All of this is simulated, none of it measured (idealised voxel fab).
Name of the process module below: voxel capacitor over wiring
Square cells of 5 nm make up the cross-section cut, whose width is 205 nm.
In what follows, cross-sections appear as grids of square cells, described through bands that run from the top down, where every band is one or more rows of cells. Within each band entry, the heights of the top and of the bottom of the band appear first, in that order and in nm; the materials of the band then follow from left to right, each with its corresponding width in nm. The designation "throughout" on a single material indicates that it fills the band from edge to edge; the designation "air" indicates empty space. Heights from 0 (as-received wafer is one material below). Bottom band endless downward, as "from 0 down". With a width like "30 to 40", each row of cells in the band differs from the next by the same amount, the top row carrying the first number and the bottom row the second. No cell of the cross-section changed in a step that is given as "remained the same". Enclosed voids (no open way to top), threshold 8 cells or more, entry "Enclosed internal voids", notation width x height at distance, distance from left edge, nm. Past the settings on a step's line: simulator remark, on that step. overlay nm: mask offset rightward from planned place, masked step; negative means leftward offset.

**Process steps - plan**
1: op RECEIVE | material Si
2: op CONFORMAL_DEP | material SiO2 | thk nm 10
3: op DIRECTIONAL_DEP | material TiN | thk nm 5
4: op DIRECTIONAL_DEP | material W | thk nm 15
5: op MASKED_ETCH | tone cover | mask id METAL_1 | width nm 25 | pitch nm 90 | etch materials W | depth nm 15 | overlay nm 0
6: op MASKED_ETCH | tone cover | mask id METAL_1 | width nm 25 | pitch nm 90 | etch materials TiN | depth nm 5 | overlay nm 0
7: op FILL_DEP | material lowk | thk nm 10
8: op CMP | height nm 30
9: op CONFORMAL_DEP | material SiCN | thk nm 5
10: op DIRECTIONAL_DEP | material SiO2 | thk nm 10
11: op DIRECTIONAL_DEP | material aC | thk nm 15
12: op PATTERN | tone open | mask id PLUG_1 | material resist | width nm 15 | thk nm 30 | overlay nm 0
13: op DIRECTIONAL_ETCH | etch materials aC | depth nm 15
14: op STRIP | etch materials resist
15: op DIRECTIONAL_ETCH | etch materials SiO2 | depth nm 10
16: op DIRECTIONAL_ETCH | etch materials SiCN | depth nm 5
17: op STRIP | etch materials aC
18: op EPI | material Ru | thk nm 10
19: op EPI | material Ru | thk nm 5
20: op DIRECTIONAL_DEP | material TiN | thk nm 10
21: op DIRECTIONAL_DEP | material SiN | thk nm 5
22: op DIRECTIONAL_DEP | material TiN | thk nm 5
23: op PATTERN | tone cover | mask id UPPER_PLATE | material resist | width nm 70 | thk nm 15 | overlay nm 0
24: op DIRECTIONAL_ETCH | etch materials TiN | depth nm 5
25: op DIRECTIONAL_ETCH | etch materials SiN | depth nm 5
26: op STRIP | etch materials resist
27: op PATTERN | tone cover | mask id LOWER_PLATE | material resist | width nm 80 | thk nm 15 | overlay nm 0
28: op DIRECTIONAL_ETCH | etch materials TiN | depth nm 10
29: op STRIP | etch materials resist
30: op FILL_DEP | material SiO2 | thk nm 15
31: op CMP | height nm 75
32: op MASKED_ETCH | tone open | mask id PLUG_2 | width nm 15 | etch materials SiO2 | depth nm 10 | overlay nm 0
33: op CONFORMAL_DEP | material TiN | thk nm 5
34: op FILL_DEP | material Cu | thk nm 5
35: op CMP | height nm 75
36: op CONFORMAL_DEP | material SiN | thk nm 5

**Wafer cross-section on receipt, i.e. after step 1**
- from 0 down | Si throughout
- Enclosed internal voids: none

**Cross-sectional view of the first of the two wafers upon completion of the module, processed in accordance with the plan**
- from 80 to 75 | SiN throughout
- from 75 to 70 | 65 nm SiO2; 5 nm TiN; 5 nm Cu; 5 nm TiN; 125 nm SiO2
- from 70 to 60 | 65 to 55 nm SiO2; 15 to 70 nm TiN; 125 to 80 nm SiO2
- from 60 to 55 | 55 nm SiO2; 70 nm SiN; 80 nm SiO2
- from 55 to 45 | 50 nm SiO2; 80 nm TiN; 75 nm SiO2
- from 45 to 35 | 55 nm SiO2; 15 nm Ru; 135 nm SiO2
- from 35 to 30 | 55 nm SiCN; 15 nm Ru; 135 nm SiCN
- from 30 to 15 | 45 nm lowk; 25 nm W; 65 nm lowk; 25 nm W; 45 nm lowk
- from 15 to 10 | 45 nm lowk; 25 nm TiN; 65 nm lowk; 25 nm TiN; 45 nm lowk
- from 10 to 0 | SiO2 throughout
- from 0 down | Si throughout
- Enclosed internal voids: none

**Cross-section, second wafer: same start as the first, same plan as the first, one mistake in running it; taken at the end of the module**
- from 80 to 75 | SiN throughout
- from 75 to 70 | 55 nm SiO2; 25 nm TiN; 125 nm SiO2
- from 70 to 65 | 55 nm SiO2; 25 nm SiN; 125 nm SiO2
- from 65 to 60 | 50 nm SiO2; 75 nm TiN; 80 nm SiO2
- from 60 to 55 | 50 nm SiO2; 30 nm TiN; 45 nm SiN; 80 nm SiO2
- from 55 to 45 | 45 nm SiO2; 35 nm Ru; 50 nm TiN; 75 nm SiO2
- from 45 to 35 | 55 nm SiO2; 15 nm Ru; 135 nm SiO2
- from 35 to 30 | 55 nm SiCN; 15 nm Ru; 135 nm SiCN
- from 30 to 15 | 45 nm lowk; 25 nm W; 65 nm lowk; 25 nm W; 45 nm lowk
- from 15 to 10 | 45 nm lowk; 25 nm TiN; 65 nm lowk; 25 nm TiN; 45 nm lowk
- from 10 to 0 | SiO2 throughout
- from 0 down | Si throughout
- Enclosed internal voids: none
Where did the run depart from the plan? twice over, step 18 of the plan was run
Looking at both finished wafers in cells, the second ends up ahead of or behind the first on some materials: Cu: 1 fewer, Ru: 14 more, SiO2: 8 fewer, TiN: 5 fewer
